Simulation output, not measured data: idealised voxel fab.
This section sets out a process module, namely voxel transistor to metal.
We display cut, a cross-section 290 nm in width whose square cells are each 5 nm.
A cross-section is a grid of square cells, given in bands from the top down. A band is one or more rows of cells. First you get the band's top height and its bottom height, in nm, and then the materials it's made of, left to right, with each width in nm. If you see a single material with "throughout", that one covers the band edge to edge. "empty" is empty space. Where do heights start? At 0: under that level the wafer as delivered is made of one material only. And the lowest band has no floor; it just carries on downward, as in "from 0 down". A width such as "30..40" changes by the same amount from each row of cells to the next, from the band's top row to its bottom row. No cell of the cross-section changed in a step that is given as "same as before". Each empty space that has no open way to the top and spans at least 8 cells appears under "Voids, sealed" as width x height at distance, the distance counted from the left edge, all in nm. Text after the settings on a step's line: the simulator's own remark on that step. When a step includes a mask, the "overlay nm" setting on its line states how far to the right of its planned place that mask lay, and negative values state how far to the left. Quick note on how to read the rest: it's all pairs. You get the cross-section before a process step and the one after, but the after one only goes down as far as the lowest band that changed. The step in between, with its settings, sits under the pair. Heads up, the pairs can come from different runs of this module on the same starting wafer, so don't assume a pair picks up from the one above unless its "Pre-step cross-section" entry says it does.
### Pre-step cross-section
    from 100 to 80: 45 lowk / 20 empty / 95 lowk / 20 empty / 110 lowk
    from 80 to 70: lowk throughout
    from 70 to 65: SiCN throughout
    from 65 to 45: 45 lowk / 5 TiN / 10 Cu / 5 TiN / 45 lowk / 5 TiN / 10 Cu / 5 TiN / 30 lowk / 5 TiN / 10 Cu / 5 TiN / 45 lowk / 5 TiN / 10 Cu / 5 TiN / 45 lowk
    from 45 to 40: 45 SiN / 20 TiN / 45 SiN / 20 TiN / 30 SiN / 20 TiN / 45 SiN / 20 TiN / 45 SiN
    from 40 to 25: 45 SiO2 / 5 TiN / 10 W / 5 TiN / 45 SiO2 / 5 TiN / 10 W / 5 TiN / 30 SiO2 / 5 TiN / 10 W / 5 TiN / 45 SiO2 / 5 TiN / 10 W / 5 TiN / 45 SiO2
    from 25 to 15: 45 SiO2 / 5 TiN / 10 W / 5 TiN / 10 SiN / 5 SiO2 / 15 SiCN / 5 SiO2 / 10 SiN / 5 TiN / 10 W / 5 TiN / 30 SiO2 / 5 TiN / 10 W / 5 TiN / 10 SiN / 5 SiO2 / 15 SiCN / 5 SiO2 / 10 SiN / 5 TiN / 10 W / 5 TiN / 45 SiO2
    from 15 to 5: 45 SiO2 / 5 TiN / 10 W / 5 TiN / 10 SiN / 5 SiO2 / 15 polySi / 5 SiO2 / 10 SiN / 5 TiN / 10 W / 5 TiN / 30 SiO2 / 5 TiN / 10 W / 5 TiN / 10 SiN / 5 SiO2 / 15 polySi / 5 SiO2 / 10 SiN / 5 TiN / 10 W / 5 TiN / 45 SiO2
    from 5 to 0: 45 SiO2 / 20 TiN / 10 SiN / 5 SiO2 / 15 polySi / 5 SiO2 / 10 SiN / 20 TiN / 30 SiO2 / 20 TiN / 10 SiN / 5 SiO2 / 15 polySi / 5 SiO2 / 10 SiN / 20 TiN / 45 SiO2
    from 0 to -5: 40 SiO2 / 10 SiN / 15 nSi / 10 SiN / 5 SiO2 / 15 polySi / 5 SiO2 / 10 SiN / 15 nSi / 10 SiN / 20 SiO2 / 10 SiN / 15 nSi / 10 SiN / 5 SiO2 / 15 polySi / 5 SiO2 / 10 SiN / 15 nSi / 10 SiN / 40 SiO2
    from -5 to -10: 50 SiO2 / 15 nSi / 45 SiO2 / 15 nSi / 40 SiO2 / 15 nSi / 45 SiO2 / 15 nSi / 50 SiO2
    from -10 to -20: 40 SiO2 / 10 Si / 15 nSi / 45 Si / 15 nSi / 10 Si / 20 SiO2 / 10 Si / 15 nSi / 45 Si / 15 nSi / 10 Si / 40 SiO2
    from -20 to -40: 40 SiO2 / 95 Si / 20 SiO2 / 95 Si / 40 SiO2
    from -40 down: Si throughout
    Voids, sealed: none
### Step Outcome
    from 100 to 80: 45 lowk / 20 empty / 95 lowk / 20 empty / 110 lowk
    from 80 to 70: 45 lowk / 15 empty / 100 lowk / 15 empty / 115 lowk
    Anything lower than 70 is untouched.
    Voids, sealed: none
The process step bridging the two cross-sections above: MASKED_ETCH with tone open, mask id METAL_2_HOLES, width nm 15, pitch nm 115, etch materials lowk, depth nm 10, overlay nm 0
Pre-step cross-section: The cross-section prior to this step is the one presented after the step of the pair immediately above.
### Step Outcome
    from 100 to 80: 45 lowk / 20 empty / 95 lowk / 20 empty / 110 lowk
    from 80 to 70: 45 lowk / 15 empty / 100 lowk / 15 empty / 115 lowk
    from 70 to 65: 45 SiCN / 15 empty / 100 SiCN / 15 empty / 115 SiCN
    Anything lower than 65 is untouched.
    Voids, sealed: none
The process step bridging the two cross-sections above: MASKED_ETCH with tone open, mask id METAL_2_HOLES, width nm 15, pitch nm 115, etch materials SiCN, depth nm 5, overlay nm 0
Pre-step cross-section: The cross-section prior to this step is the one presented after the step of the pair immediately above.
### Step Outcome
    from 105 to 100: 50 TiN / 10 empty / 105 TiN / 10 empty / 115 TiN
    from 100 to 85: 45 lowk / 5 TiN / 10 empty / 5 TiN / 95 lowk / 5 TiN / 10 empty / 5 TiN / 110 lowk
    from 85 to 80: 45 lowk / 5 TiN / 5 empty / 10 TiN / 95 lowk / 5 TiN / 5 empty / 10 TiN / 110 lowk
    from 80 to 70: 45 lowk / 5 TiN / 5 empty / 5 TiN / 100 lowk / 5 TiN / 5 empty / 5 TiN / 115 lowk
    from 70 to 65: 45 SiCN / 15 TiN / 100 SiCN / 15 TiN / 115 SiCN
    Anything lower than 65 is untouched.
    Voids, sealed: none
The process step bridging the two cross-sections above: CONFORMAL_DEP with material TiN, thk nm 5
Pre-step cross-section: The cross-section prior to this step is the one presented after the step of the pair immediately above.
### Step Outcome
    from 110 to 105: Cu throughout
    from 105 to 100: 50 TiN / 10 Cu / 105 TiN / 10 Cu / 115 TiN
    from 100 to 85: 45 lowk / 5 TiN / 10 Cu / 5 TiN / 95 lowk / 5 TiN / 10 Cu / 5 TiN / 110 lowk
    from 85 to 80: 45 lowk / 5 TiN / 5 Cu / 10 TiN / 95 lowk / 5 TiN / 5 Cu / 10 TiN / 110 lowk
    from 80 to 70: 45 lowk / 5 TiN / 5 Cu / 5 TiN / 100 lowk / 5 TiN / 5 Cu / 5 TiN / 115 lowk
    Anything lower than 70 is untouched.
    Voids, sealed: none
The process step bridging the two cross-sections above: FILL_DEP with material Cu, thk nm 5
Pre-step cross-section: The cross-section prior to this step is the one presented after the step of the pair immediately above.
### Step Outcome
    from 100 to 85: 45 lowk / 5 TiN / 10 Cu / 5 TiN / 95 lowk / 5 TiN / 10 Cu / 5 TiN / 110 lowk
    Anything lower than 85 is untouched.
    Voids, sealed: none
The process step bridging the two cross-sections above: CMP with height nm 100
Pre-step cross-section: The cross-section prior to this step is the one presented after the step of the pair immediately above.
### Step Outcome
    from 105 to 100: SiCN throughout
    Anything lower than 100 is untouched.
    Voids, sealed: none
The process step bridging the two cross-sections above: CONFORMAL_DEP with material SiCN, thk nm 5
### Pre-step cross-section
    from 55 to 45: W throughout
    from 45 to 40: 50 TiN / 10 W / 55 TiN / 10 W / 40 TiN / 10 W / 55 TiN / 10 W / 50 TiN
    from 40 to 25: 45 SiO2 / 5 TiN / 10 W / 5 TiN / 45 SiO2 / 5 TiN / 10 W / 5 TiN / 30 SiO2 / 5 TiN / 10 W / 5 TiN / 45 SiO2 / 5 TiN / 10 W / 5 TiN / 45 SiO2
    from 25 to 15: 45 SiO2 / 5 TiN / 10 W / 5 TiN / 10 SiN / 5 SiO2 / 15 SiCN / 5 SiO2 / 10 SiN / 5 TiN / 10 W / 5 TiN / 30 SiO2 / 5 TiN / 10 W / 5 TiN / 10 SiN / 5 SiO2 / 15 SiCN / 5 SiO2 / 10 SiN / 5 TiN / 10 W / 5 TiN / 45 SiO2
    from 15 to 5: 45 SiO2 / 5 TiN / 10 W / 5 TiN / 10 SiN / 5 SiO2 / 15 polySi / 5 SiO2 / 10 SiN / 5 TiN / 10 W / 5 TiN / 30 SiO2 / 5 TiN / 10 W / 5 TiN / 10 SiN / 5 SiO2 / 15 polySi / 5 SiO2 / 10 SiN / 5 TiN / 10 W / 5 TiN / 45 SiO2
    from 5 to 0: 45 SiO2 / 20 TiN / 10 SiN / 5 SiO2 / 15 polySi / 5 SiO2 / 10 SiN / 20 TiN / 30 SiO2 / 20 TiN / 10 SiN / 5 SiO2 / 15 polySi / 5 SiO2 / 10 SiN / 20 TiN / 45 SiO2
    from 0 to -5: 40 SiO2 / 10 SiN / 15 nSi / 10 SiN / 5 SiO2 / 15 polySi / 5 SiO2 / 10 SiN / 15 nSi / 10 SiN / 20 SiO2 / 10 SiN / 15 nSi / 10 SiN / 5 SiO2 / 15 polySi / 5 SiO2 / 10 SiN / 15 nSi / 10 SiN / 40 SiO2
    from -5 to -10: 50 SiO2 / 15 nSi / 45 SiO2 / 15 nSi / 40 SiO2 / 15 nSi / 45 SiO2 / 15 nSi / 50 SiO2
    from -10 to -20: 40 SiO2 / 10 Si / 15 nSi / 45 Si / 15 nSi / 10 Si / 20 SiO2 / 10 Si / 15 nSi / 45 Si / 15 nSi / 10 Si / 40 SiO2
    from -20 to -40: 40 SiO2 / 95 Si / 20 SiO2 / 95 Si / 40 SiO2
    from -40 down: Si throughout
    Voids, sealed: none
### Step Outcome
    from 60 to 55: SiN throughout
    Anything lower than 55 is untouched.
    Voids, sealed: none
The process step bridging the two cross-sections above: CONFORMAL_DEP with material SiN, thk nm 5
Pre-step cross-section: The cross-section prior to this step is the one presented after the step of the pair immediately above.
### Step Outcome
    from 80 to 60: lowk throughout
    Anything lower than 60 is untouched.
    Voids, sealed: none
The process step bridging the two cross-sections above: DIRECTIONAL_DEP with material lowk, thk nm 20
Pre-step cross-section: The cross-section prior to this step is the one presented after the step of the pair immediately above.
### Step Outcome
    from 90 to 80: aC throughout
    Anything lower than 80 is untouched.
    Voids, sealed: none
The process step bridging the two cross-sections above: DIRECTIONAL_DEP with material aC, thk nm 10
Pre-step cross-section: The cross-section prior to this step is the one presented after the step of the pair immediately above.
### Step Outcome
    from 115 to 90: 45 resist / 20 empty / 45 resist / 20 empty / 30 resist / 20 empty / 45 resist / 20 empty / 45 resist
    Anything lower than 90 is untouched.
    Voids, sealed: none
The process step bridging the two cross-sections above: PATTERN with tone open, mask id METAL_1, material resist, width nm 20, thk nm 25, overlay nm 0
Pre-step cross-section: The cross-section prior to this step is the one presented after the step of the pair immediately above.
### Step Outcome
    from 105 to 90: 45 resist / 20 empty / 45 resist / 20 empty / 30 resist / 20 empty / 45 resist / 20 empty / 45 resist
    from 90 to 80: 45 aC / 20 empty / 45 aC / 20 empty / 30 aC / 20 empty / 45 aC / 20 empty / 45 aC
    Anything lower than 80 is untouched.
    Voids, sealed: none
The process step bridging the two cross-sections above: DIRECTIONAL_ETCH with etch materials aC, depth nm 10
Pre-step cross-section: The cross-section prior to this step is the one presented after the step of the pair immediately above.
### Step Outcome
    from 90 to 80: 45 aC / 20 empty / 45 aC / 20 empty / 30 aC / 20 empty / 45 aC / 20 empty / 45 aC
    Anything lower than 80 is untouched.
    Voids, sealed: none
The process step bridging the two cross-sections above: STRIP with etch materials resist
Pre-step cross-section: The cross-section prior to this step is the one presented after the step of the pair immediately above.
### Step Outcome
    from 90 to 80: 45 aC / 20 empty / 45 aC / 20 empty / 30 aC / 20 empty / 45 aC / 20 empty / 45 aC
    from 80 to 60: 45 lowk / 20 empty / 45 lowk / 20 empty / 30 lowk / 20 empty / 45 lowk / 20 empty / 45 lowk
    Anything lower than 60 is untouched.
    Voids, sealed: none
The process step bridging the two cross-sections above: DIRECTIONAL_ETCH with etch materials lowk, depth nm 20
Pre-step cross-section: The cross-section prior to this step is the one presented after the step of the pair immediately above.
### Step Outcome
    from 90 to 80: 45 aC / 20 empty / 45 aC / 20 empty / 30 aC / 20 empty / 45 aC / 20 empty / 45 aC
    from 80 to 60: 45 lowk / 20 empty / 45 lowk / 20 empty / 30 lowk / 20 empty / 45 lowk / 20 empty / 45 lowk
    from 60 to 55: 45 SiN / 20 empty / 45 SiN / 20 empty / 30 SiN / 20 empty / 45 SiN / 20 empty / 45 SiN
    Anything lower than 55 is untouched.
    Voids, sealed: none
The process step bridging the two cross-sections above: DIRECTIONAL_ETCH with etch materials SiN, depth nm 5
Pre-step cross-section: The cross-section prior to this step is the one presented after the step of the pair immediately above.
### Step Outcome
    from 80 to 60: 45 lowk / 20 empty / 45 lowk / 20 empty / 30 lowk / 20 empty / 45 lowk / 20 empty / 45 lowk
    Anything lower than 60 is untouched.
    Voids, sealed: none
The process step bridging the two cross-sections above: STRIP with etch materials aC
Pre-step cross-section: The cross-section prior to this step is the one presented after the step of the pair immediately above.
### Step Outcome
    from 85 to 80: 50 TiN / 10 empty / 55 TiN / 10 empty / 40 TiN / 10 empty / 55 TiN / 10 empty / 50 TiN
    from 80 to 60: 45 lowk / 5 TiN / 10 empty / 5 TiN / 45 lowk / 5 TiN / 10 empty / 5 TiN / 30 lowk / 5 TiN / 10 empty / 5 TiN / 45 lowk / 5 TiN / 10 empty / 5 TiN / 45 lowk
    from 60 to 55: 45 SiN / 20 TiN / 45 SiN / 20 TiN / 30 SiN / 20 TiN / 45 SiN / 20 TiN / 45 SiN
    Anything lower than 55 is untouched.
    Voids, sealed: none
The process step bridging the two cross-sections above: CONFORMAL_DEP with material TiN, thk nm 5
Pre-step cross-section: The cross-section prior to this step is the one presented after the step of the pair immediately above.
### Step Outcome
    from 90 to 85: Cu throughout
    from 85 to 80: 50 TiN / 10 Cu / 55 TiN / 10 Cu / 40 TiN / 10 Cu / 55 TiN / 10 Cu / 50 TiN
    from 80 to 60: 45 lowk / 5 TiN / 10 Cu / 5 TiN / 45 lowk / 5 TiN / 10 Cu / 5 TiN / 30 lowk / 5 TiN / 10 Cu / 5 TiN / 45 lowk / 5 TiN / 10 Cu / 5 TiN / 45 lowk
    Anything lower than 60 is untouched.
    Voids, sealed: none
The process step bridging the two cross-sections above: FILL_DEP with material Cu, thk nm 5
Pre-step cross-section: The cross-section prior to this step is the one presented after the step of the pair immediately above.
### Step Outcome
    from 65 to 60: 45 lowk / 5 TiN / 10 Cu / 5 TiN / 45 lowk / 5 TiN / 10 Cu / 5 TiN / 30 lowk / 5 TiN / 10 Cu / 5 TiN / 45 lowk / 5 TiN / 10 Cu / 5 TiN / 45 lowk
    Anything lower than 60 is untouched.
    Voids, sealed: none
The process step bridging the two cross-sections above: CMP with height nm 65
Pre-step cross-section: The cross-section prior to this step is the one presented after the step of the pair immediately above.
### Step Outcome
    from 70 to 65: SiCN throughout
    Anything lower than 65 is untouched.
    Voids, sealed: none
The process step bridging the two cross-sections above: CONFORMAL_DEP with material SiCN, thk nm 5
Pre-step cross-section: The cross-section prior to this step is the one presented after the step of the pair immediately above.
### Step Outcome
    from 100 to 70: lowk throughout
    Anything lower than 70 is untouched.
    Voids, sealed: none
The process step bridging the two cross-sections above: DIRECTIONAL_DEP with material lowk, thk nm 30
Pre-step cross-section: The cross-section prior to this step is the one presented after the step of the pair immediately above.
### Step Outcome
    from 115 to 100: aC throughout
    Anything lower than 100 is untouched.
    Voids, sealed: none
The process step bridging the two cross-sections above: DIRECTIONAL_DEP with material aC, thk nm 15
Pre-step cross-section: The cross-section prior to this step is the one presented after the step of the pair immediately above.
### Step Outcome
    from 150 to 115: 45 resist / 20 empty / 95 resist / 20 empty / 110 resist
    Anything lower than 115 is untouched.
    Voids, sealed: none
The process step bridging the two cross-sections above: PATTERN with tone open, mask id METAL_2, material resist, width nm 20, pitch nm 115, thk nm 35, overlay nm 0
Pre-step cross-section: The cross-section prior to this step is the one presented after the step of the pair immediately above.
### Step Outcome
    from 135 to 115: 45 resist / 20 empty / 95 resist / 20 empty / 110 resist
    from 115 to 100: 45 aC / 20 empty / 95 aC / 20 empty / 110 aC
    Anything lower than 100 is untouched.
    Voids, sealed: none
The process step bridging the two cross-sections above: DIRECTIONAL_ETCH with etch materials aC, depth nm 15
Pre-step cross-section: The cross-section prior to this step is the one presented after the step of the pair immediately above.
### Step Outcome
    from 115 to 100: 45 aC / 20 empty / 95 aC / 20 empty / 110 aC
    Anything lower than 100 is untouched.
    Voids, sealed: none
The process step bridging the two cross-sections above: STRIP with etch materials resist
Pre-step cross-section: The cross-section prior to this step is the one presented after the step of the pair immediately above.
### Step Outcome
    from 115 to 100: 45 aC / 20 empty / 95 aC / 20 empty / 110 aC
    from 100 to 80: 45 lowk / 20 empty / 95 lowk / 20 empty / 110 lowk
    Anything lower than 80 is untouched.
    Voids, sealed: none
The process step bridging the two cross-sections above: DIRECTIONAL_ETCH with etch materials lowk, depth nm 20
Pre-step cross-section: The cross-section prior to this step is the one presented after the step of the pair immediately above.
### Step Outcome
    from 100 to 80: 45 lowk / 20 empty / 95 lowk / 20 empty / 110 lowk
    Anything lower than 80 is untouched.
    Voids, sealed: none
The process step bridging the two cross-sections above: STRIP with etch materials aC
Pre-step cross-section: The cross-section prior to this step is the one presented after the step of the pair immediately above.
### Step Outcome
    from 100 to 80: 45 lowk / 20 empty / 95 lowk / 20 empty / 110 lowk
    from 80 to 70: 45 lowk / 15 empty / 100 lowk / 15 empty / 115 lowk
    Anything lower than 70 is untouched.
    Voids, sealed: none
The process step bridging the two cross-sections above: MASKED_ETCH with tone open, mask id METAL_2_HOLES, width nm 15, pitch nm 115, etch materials lowk, depth nm 10, overlay nm 0
Pre-step cross-section: The cross-section prior to this step is the one presented after the step of the pair immediately above.
### Step Outcome
    from 100 to 80: 45 lowk / 20 empty / 95 lowk / 20 empty / 110 lowk
    from 80 to 70: 45 lowk / 15 empty / 100 lowk / 15 empty / 115 lowk
    from 70 to 65: 45 SiCN / 15 empty / 100 SiCN / 15 empty / 115 SiCN
    Anything lower than 65 is untouched.
    Voids, sealed: none
The process step bridging the two cross-sections above: MASKED_ETCH with tone open, mask id METAL_2_HOLES, width nm 15, pitch nm 115, etch materials SiCN, depth nm 5, overlay nm 0
Pre-step cross-section: The cross-section prior to this step is the one presented after the step of the pair immediately above.
### Step Outcome
    from 105 to 100: 50 TiN / 10 empty / 105 TiN / 10 empty / 115 TiN
    from 100 to 85: 45 lowk / 5 TiN / 10 empty / 5 TiN / 95 lowk / 5 TiN / 10 empty / 5 TiN / 110 lowk
    from 85 to 80: 45 lowk / 5 TiN / 5 empty / 10 TiN / 95 lowk / 5 TiN / 5 empty / 10 TiN / 110 lowk
    from 80 to 70: 45 lowk / 5 TiN / 5 empty / 5 TiN / 100 lowk / 5 TiN / 5 empty / 5 TiN / 115 lowk
    from 70 to 65: 45 SiCN / 15 TiN / 100 SiCN / 15 TiN / 115 SiCN
    Anything lower than 65 is untouched.
    Voids, sealed: none
The process step bridging the two cross-sections above: CONFORMAL_DEP with material TiN, thk nm 5
Pre-step cross-section: The cross-section prior to this step is the one presented after the step of the pair immediately above.
### Step Outcome
    from 110 to 105: Cu throughout
    from 105 to 100: 50 TiN / 10 Cu / 105 TiN / 10 Cu / 115 TiN
    from 100 to 85: 45 lowk / 5 TiN / 10 Cu / 5 TiN / 95 lowk / 5 TiN / 10 Cu / 5 TiN / 110 lowk
    from 85 to 80: 45 lowk / 5 TiN / 5 Cu / 10 TiN / 95 lowk / 5 TiN / 5 Cu / 10 TiN / 110 lowk
    from 80 to 70: 45 lowk / 5 TiN / 5 Cu / 5 TiN / 100 lowk / 5 TiN / 5 Cu / 5 TiN / 115 lowk
    Anything lower than 70 is untouched.
    Voids, sealed: none
The process step bridging the two cross-sections above: FILL_DEP with material Cu, thk nm 5
Pre-step cross-section: The cross-section prior to this step is the one presented after the step of the pair immediately above.
### Step Outcome
    from 100 to 85: 45 lowk / 5 TiN / 10 Cu / 5 TiN / 95 lowk / 5 TiN / 10 Cu / 5 TiN / 110 lowk
    Anything lower than 85 is untouched.
    Voids, sealed: none
The process step bridging the two cross-sections above: CMP with height nm 100
Pre-step cross-section: The cross-section prior to this step is the one presented after the step of the pair immediately above.
### Step Outcome
    from 105 to 100: SiCN throughout
    Anything lower than 100 is untouched.
    Voids, sealed: none
The process step bridging the two cross-sections above: CONFORMAL_DEP with material SiCN, thk nm 5
### Pre-step cross-section
    from 10 to 0: 40 empty / 95 SiN / 20 empty / 95 SiN / 40 empty
    from 0 to -5: 40 empty / 95 SiO2 / 20 empty / 95 SiO2 / 40 empty
    from -5 to -40: 40 empty / 95 Si / 20 empty / 95 Si / 40 empty
    from -40 down: Si throughout
    Voids, sealed: none
### Step Outcome
    from 10 to 0: 40 empty / 95 SiN / 20 empty / 95 SiN / 40 empty
    from 0 to -5: 40 empty / 95 SiO2 / 20 empty / 95 SiO2 / 40 empty
    from -5 to -75: 40 empty / 95 Si / 20 empty / 95 Si / 40 empty
    Anything lower than -75 is untouched.
    Voids, sealed: none
The process step bridging the two cross-sections above: MASKED_ETCH with tone cover, mask id ACTIVE, width nm 95, pitch nm 115, etch materials Si, depth nm 35, overlay nm 0
Pre-step cross-section: The cross-section prior to this step is the one presented after the step of the pair immediately above.
### Step Outcome
    from 20 to 10: SiO2 throughout
    from 10 to 0: 40 SiO2 / 95 SiN / 20 SiO2 / 95 SiN / 40 SiO2
    from 0 to -5: SiO2 throughout
    from -5 to -75: 40 SiO2 / 95 Si / 20 SiO2 / 95 Si / 40 SiO2
    Anything lower than -75 is untouched.
    Voids, sealed: none
The process step bridging the two cross-sections above: FILL_DEP with material SiO2, thk nm 10
Pre-step cross-section: The cross-section prior to this step is the one presented after the step of the pair immediately above.
### Step Outcome
    from 10 to 0: 40 SiO2 / 95 SiN / 20 SiO2 / 95 SiN / 40 SiO2
    Anything lower than 0 is untouched.
    Voids, sealed: none
The process step bridging the two cross-sections above: CMP with height nm 10
Pre-step cross-section: The cross-section prior to this step is the one presented after the step of the pair immediately above.
### Step Outcome
    from 10 to 5: 40 empty / 95 SiN / 20 empty / 95 SiN / 40 empty
    Anything lower than 5 is untouched.
    Voids, sealed: none
The process step bridging the two cross-sections above: SELECTIVE_ETCH with etch materials SiO2, depth nm 5
Pre-step cross-section: The cross-section prior to this step is the one presented after the step of the pair immediately above.
### Step Outcome
    from 5 to 0: 40 SiO2 / 95 empty / 20 SiO2 / 95 empty / 40 SiO2
    Anything lower than 0 is untouched.
    Voids, sealed: none
The process step bridging the two cross-sections above: STRIP with etch materials SiN
Pre-step cross-section: The cross-section prior to this step is the one presented after the step of the pair immediately above.
### Step Outcome
    from 0 to -5: 35 SiO2 / 105 empty / 10 SiO2 / 105 empty / 35 SiO2
    Anything lower than -5 is untouched.
    Voids, sealed: none
The process step bridging the two cross-sections above: SELECTIVE_ETCH with etch materials SiO2, depth nm 5
Pre-step cross-section: The cross-section prior to this step is the one presented after the step of the pair immediately above.
### Step Outcome
    from 0 to -5: 35 SiO2 / 105 empty / 10 SiO2 / 105 empty / 35 SiO2
    from -5 to -10: SiO2 throughout
    Anything lower than -10 is untouched.
    Voids, sealed: none
The process step bridging the two cross-sections above: OXIDIZE with depth nm 5
Pre-step cross-section: The cross-section prior to this step is the one presented after the step of the pair immediately above.
### Step Outcome
    from 20 to 15: 35 polySi / 105 empty / 10 polySi / 105 empty / 35 polySi
    from 15 to 0: polySi throughout
    from 0 to -5: 35 SiO2 / 105 polySi / 10 SiO2 / 105 polySi / 35 SiO2
    Anything lower than -5 is untouched.
    Voids, sealed: none
The process step bridging the two cross-sections above: DIRECTIONAL_DEP with material polySi, thk nm 20
Pre-step cross-section: The cross-section prior to this step is the one presented after the step of the pair immediately above.
### Step Outcome
    from 30 to 25: 35 SiCN / 105 empty / 10 SiCN / 105 empty / 35 SiCN
    from 25 to 20: SiCN throughout
    from 20 to 15: 35 polySi / 105 SiCN / 10 polySi / 105 SiCN / 35 polySi
    Anything lower than 15 is untouched.
    Voids, sealed: none
The process step bridging the two cross-sections above: DIRECTIONAL_DEP with material SiCN, thk nm 10
Pre-step cross-section: The cross-section prior to this step is the one presented after the step of the pair immediately above.
### Step Outcome
    from 25 to 20: 80 empty / 15 SiCN / 100 empty / 15 SiCN / 80 empty
    from 20 to 15: 35 polySi / 45 empty / 15 SiCN / 45 empty / 10 polySi / 45 empty / 15 SiCN / 45 empty / 35 polySi
    Anything lower than 15 is untouched.
    Voids, sealed: none
The process step bridging the two cross-sections above: MASKED_ETCH with tone cover, mask id GATE, width nm 15, pitch nm 115, etch materials SiCN, depth nm 20, overlay nm 0
Pre-step cross-section: The cross-section prior to this step is the one presented after the step of the pair immediately above.
### Step Outcome
    from 25 to 15: 80 empty / 15 SiCN / 100 empty / 15 SiCN / 80 empty
    from 15 to 0: 80 empty / 15 polySi / 100 empty / 15 polySi / 80 empty
    from 0 to -5: 35 SiO2 / 45 empty / 15 polySi / 45 empty / 10 SiO2 / 45 empty / 15 polySi / 45 empty / 35 SiO2
    Anything lower than -5 is untouched.
    Voids, sealed: none
The process step bridging the two cross-sections above: MASKED_ETCH with tone cover, mask id GATE, width nm 15, pitch nm 115, etch materials polySi, depth nm 30, overlay nm 0
Pre-step cross-section: The cross-section prior to this step is the one presented after the step of the pair immediately above.
### Step Outcome
    from 30 to 25: 75 empty / 25 SiO2 / 90 empty / 25 SiO2 / 75 empty
    from 25 to 15: 75 empty / 5 SiO2 / 15 SiCN / 5 SiO2 / 90 empty / 5 SiO2 / 15 SiCN / 5 SiO2 / 75 empty
    from 15 to 5: 75 empty / 5 SiO2 / 15 polySi / 5 SiO2 / 90 empty / 5 SiO2 / 15 polySi / 5 SiO2 / 75 empty
    from 5 to 0: 40 SiO2 / 35 empty / 5 SiO2 / 15 polySi / 5 SiO2 / 35 empty / 20 SiO2 / 35 empty / 5 SiO2 / 15 polySi / 5 SiO2 / 35 empty / 40 SiO2
    from 0 to -5: 80 SiO2 / 15 polySi / 100 SiO2 / 15 polySi / 80 SiO2
    Anything lower than -5 is untouched.
    Voids, sealed: none
The process step bridging the two cross-sections above: CONFORMAL_DEP with material SiO2, thk nm 5
Pre-step cross-section: The cross-section prior to this step is the one presented after the step of the pair immediately above.
### Step Outcome
    from 25 to 15: 75 empty / 5 SiO2 / 15 SiCN / 5 SiO2 / 90 empty / 5 SiO2 / 15 SiCN / 5 SiO2 / 75 empty
    from 15 to 0: 75 empty / 5 SiO2 / 15 polySi / 5 SiO2 / 90 empty / 5 SiO2 / 15 polySi / 5 SiO2 / 75 empty
    from 0 to -5: 40 SiO2 / 35 empty / 5 SiO2 / 15 polySi / 5 SiO2 / 35 empty / 20 SiO2 / 35 empty / 5 SiO2 / 15 polySi / 5 SiO2 / 35 empty / 40 SiO2
    Anything lower than -5 is untouched.
    Voids, sealed: none
The process step bridging the two cross-sections above: DIRECTIONAL_ETCH with etch materials SiO2, depth nm 5
Pre-step cross-section: The cross-section prior to this step is the one presented after the step of the pair immediately above.
### Step Outcome
    from 35 to 25: 65 empty / 45 SiN / 70 empty / 45 SiN / 65 empty
    from 25 to 15: 65 empty / 10 SiN / 5 SiO2 / 15 SiCN / 5 SiO2 / 10 SiN / 70 empty / 10 SiN / 5 SiO2 / 15 SiCN / 5 SiO2 / 10 SiN / 65 empty
    from 15 to 10: 65 empty / 10 SiN / 5 SiO2 / 15 polySi / 5 SiO2 / 10 SiN / 70 empty / 10 SiN / 5 SiO2 / 15 polySi / 5 SiO2 / 10 SiN / 65 empty
    from 10 to 5: 50 SiN / 15 empty / 10 SiN / 5 SiO2 / 15 polySi / 5 SiO2 / 10 SiN / 15 empty / 40 SiN / 15 empty / 10 SiN / 5 SiO2 / 15 polySi / 5 SiO2 / 10 SiN / 15 empty / 50 SiN
    from 5 to 0: 75 SiN / 5 SiO2 / 15 polySi / 5 SiO2 / 90 SiN / 5 SiO2 / 15 polySi / 5 SiO2 / 75 SiN
    from 0 to -5: 40 SiO2 / 35 SiN / 5 SiO2 / 15 polySi / 5 SiO2 / 35 SiN / 20 SiO2 / 35 SiN / 5 SiO2 / 15 polySi / 5 SiO2 / 35 SiN / 40 SiO2
    Anything lower than -5 is untouched.
    Voids, sealed: none
The process step bridging the two cross-sections above: CONFORMAL_DEP with material SiN, thk nm 10
Pre-step cross-section: The cross-section prior to this step is the one presented after the step of the pair immediately above.
### Step Outcome
    from 25 to 15: 65 empty / 10 SiN / 5 SiO2 / 15 SiCN / 5 SiO2 / 10 SiN / 70 empty / 10 SiN / 5 SiO2 / 15 SiCN / 5 SiO2 / 10 SiN / 65 empty
    from 15 to 0: 65 empty / 10 SiN / 5 SiO2 / 15 polySi / 5 SiO2 / 10 SiN / 70 empty / 10 SiN / 5 SiO2 / 15 polySi / 5 SiO2 / 10 SiN / 65 empty
    from 0 to -5: 40 SiO2 / 10 SiN / 15 empty / 10 SiN / 5 SiO2 / 15 polySi / 5 SiO2 / 10 SiN / 15 empty / 10 SiN / 20 SiO2 / 10 SiN / 15 empty / 10 SiN / 5 SiO2 / 15 polySi / 5 SiO2 / 10 SiN / 15 empty / 10 SiN / 40 SiO2
    Anything lower than -5 is untouched.
    Voids, sealed: none
The process step bridging the two cross-sections above: DIRECTIONAL_ETCH with etch materials SiN, depth nm 10
Pre-step cross-section: The cross-section prior to this step is the one presented after the step of the pair immediately above.
### Step Outcome
    from 25 to 20: 65 empty / 10 SiN / 5 empty / 15 SiCN / 5 empty / 10 SiN / 70 empty / 10 SiN / 5 empty / 15 SiCN / 5 empty / 10 SiN / 65 empty
    from 20 to 15: 65 empty / 10 SiN / 5 SiO2 / 15 SiCN / 5 SiO2 / 10 SiN / 70 empty / 10 SiN / 5 SiO2 / 15 SiCN / 5 SiO2 / 10 SiN / 65 empty
    from 15 to 0: 65 empty / 10 SiN / 5 SiO2 / 15 polySi / 5 SiO2 / 10 SiN / 70 empty / 10 SiN / 5 SiO2 / 15 polySi / 5 SiO2 / 10 SiN / 65 empty
    from 0 to -5: 40 empty / 10 SiN / 15 empty / 10 SiN / 5 SiO2 / 15 polySi / 5 SiO2 / 10 SiN / 15 empty / 10 SiN / 20 empty / 10 SiN / 15 empty / 10 SiN / 5 SiO2 / 15 polySi / 5 SiO2 / 10 SiN / 15 empty / 10 SiN / 40 empty
    from -5 to -10: 50 SiO2 / 15 empty / 45 SiO2 / 15 empty / 40 SiO2 / 15 empty / 45 SiO2 / 15 empty / 50 SiO2
    Anything lower than -10 is untouched.
    Voids, sealed: none
The process step bridging the two cross-sections above: DIRECTIONAL_ETCH with etch materials SiO2, depth nm 5
